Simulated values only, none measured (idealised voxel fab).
Presented below is a process module, voxel trench capacitor.
The width of the displayed cross-section, cut, is 220 nm; its cells are square, with a size of 5 nm.
For the purposes of this document, a cross-section shall be understood as a grid of square cells, specified as bands listed in top-to-bottom order, each band consisting of one or more rows of cells. Band: top height; bottom height; in nm. Then, left to right: material with width in nm, for each material. "throughout": a single material spanning edge to edge. "air": empty space. It should be noted that heights are counted from 0, beneath which the wafer as supplied is of one material throughout, and that the lowest band possesses no lower boundary but continues downward, as written in "from 0 down". Top row gets the first number, bottom row gets the second, and each row in between changes by the same step: that is how a band width like "30->40" works. Any step labelled "no alteration" changed none of the cells in the cross-section. Entry "Enclosed cavity list". Content: empty spaces with no open connection to the top, size 8 cells or greater. Each: width x height at distance. Distance: from left edge. Unit: nm. Post-settings text on a step line: simulator's own remark regarding the step. "overlay nm" answers the question of how far to the right of plan the mask lay on a step that has a mask, and when it is negative the answer is to the left.
The planned process steps are enumerated hereunder
1: op RECEIVE | material Si
2: op CONFORMAL_DEP | material SiN | thk nm 5
3: op DIRECTIONAL_DEP | material aC | thk nm 10
4: op PATTERN | tone open | mask id TRENCH | material resist | width nm 25 | pitch nm 40 | thk nm 25 | overlay nm 0
5: op DIRECTIONAL_ETCH | etch materials aC | depth nm 10
6: op STRIP | etch materials resist
7: op DIRECTIONAL_ETCH | etch materials SiN | depth nm 5
8: op DIRECTIONAL_ETCH | etch materials Si | depth nm 25
9: op STRIP | etch materials aC
10: op CONFORMAL_DEP | material SiO2 | thk nm 5
11: op FILL_DEP | material polySi | thk nm 5
12: op CMP | height nm 5
Cross-section of the incoming wafer, state after step 1
  from 0 down = Si throughout
  Enclosed cavity list: none
Post-module cross-section: identical start and plan to those above, one misstep in execution
  from 5 to 0 = 30 polySi  5 SiO2  25 SiN  5 SiO2  5 polySi  5 SiO2  25 SiN  5 SiO2  5 polySi  5 SiO2  25 SiN  5 SiO2  5 polySi  5 SiO2  25 SiN  5 SiO2  35 polySi
  from 0 to -20 = 30 polySi  5 SiO2  25 Si  5 SiO2  5 polySi  5 SiO2  25 Si  5 SiO2  5 polySi  5 SiO2  25 Si  5 SiO2  5 polySi  5 SiO2  25 Si  5 SiO2  35 polySi
  from -20 to -25 = 35 SiO2  25 Si  15 SiO2  25 Si  15 SiO2  25 Si  15 SiO2  25 Si  40 SiO2
  from -25 down = Si throughout
  Enclosed cavity list: none
Plan not followed: so step 4 ended up running with a different setting than we planned, it ran as op PATTERN | tone cover | mask id TRENCH | material resist | width nm 25 | pitch nm 40 | thk nm 25 | overlay nm 0
